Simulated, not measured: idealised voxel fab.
The process module presented herein is designated voxel ribs on slabs.
This is section cut - it's 265 nm across, gridded in 5 nm square cells.
How to read a cross-section here: the picture is a grid of square cells, written as bands going from the top down, and any band can span one or more rows of cells. Within each band entry, the heights of the top and of the bottom of the band appear first, in that order and in nm; the materials of the band then follow from left to right, each with its corresponding width in nm. The designation "edge to edge" on a single material indicates that it fills the band from edge to edge; the designation "empty" indicates empty space. All heights in this document are referenced to 0, defined as the level beneath which the wafer, as received, consists entirely of one material. The lowest band is not bounded below; it extends indefinitely downward and is written in the form "0 -> down". Width spec "30 to 40" -> top row of cells at first value, bottom row at second value, equal per-row change in between. The designation "left unchanged", where it is given for a processing step, indicates that no cell of the cross-section was altered in the course of that step. Reported under the label "Encapsulated voids" are the empty spaces having no open way to the top and comprising 8 cells or more; the notation for each is width x height at distance, in which the distance is measured from the left edge and all three values are in nm. What comes after the settings on a step's line is commentary from the simulator itself on that step. overlay nm, on a step with a mask: how far to the right of its planned place the mask lay; to the left if negative.
-- Planned step list for the process
| 1 | RECEIVE with material Si |
| 2 | DIRECTIONAL_DEP with material SiO2, thk nm 30 |
| 3 | DIRECTIONAL_DEP with material polySi, thk nm 20 |
| 4 | PATTERN with tone cover, mask id RIB, material resist, width nm 25, thk nm 20, overlay nm 0 |
| 5 | DIRECTIONAL_ETCH with etch materials polySi, depth nm 10 |
| 6 | STRIP with etch materials resist |
| 7 | MASKED_ETCH with tone cover, mask id SLAB, width nm 65, etch materials polySi, depth nm 10, overlay nm 0 |
| 8 | FILL_DEP with material SiO2, thk nm 15 |
| 9 | CMP with height nm 60 |
| 10 | DIRECTIONAL_DEP with material W, thk nm 5 |
| 11 | MASKED_ETCH with tone cover, mask id HEATER, width nm 35, etch materials W, depth nm 5, overlay nm 0 |
| 12 | CONFORMAL_DEP with material SiN, thk nm 10 |
-- Cross-section of the incoming wafer, state after step 1
- 0 -> down  Si edge to edge
- Encapsulated voids: none
-- First wafer of two, sectioned at end of module; run went per plan
- 75 -> 70  105 empty | 55 SiN | 105 empty
- 70 -> 65  SiN edge to edge
- 65 -> 60  115 SiN | 35 W | 115 SiN
- 60 -> 50  SiO2 edge to edge
- 50 -> 40  120 SiO2 | 25 polySi | 120 SiO2
- 40 -> 30  100 SiO2 | 65 polySi | 100 SiO2
- 30 -> 0  SiO2 edge to edge
- 0 -> down  Si edge to edge
- Encapsulated voids: none
-- Cross-section of the latter of the two wafers at module completion. It had an identical start and an identical plan to the former; in running it, one mistake was made
- 65 -> 60  115 empty | 35 W | 115 empty
- 60 -> 50  SiO2 edge to edge
- 50 -> 40  120 SiO2 | 25 polySi | 120 SiO2
- 40 -> 30  100 SiO2 | 65 polySi | 100 SiO2
- 30 -> 0  SiO2 edge to edge
- 0 -> down  Si edge to edge
- Encapsulated voids: none
What went wrong in running the wafer? plan step 12 skipped
The final cell counts differ between the wafers, with the second having more or fewer of some materials than the first: SiN: 110 fewer
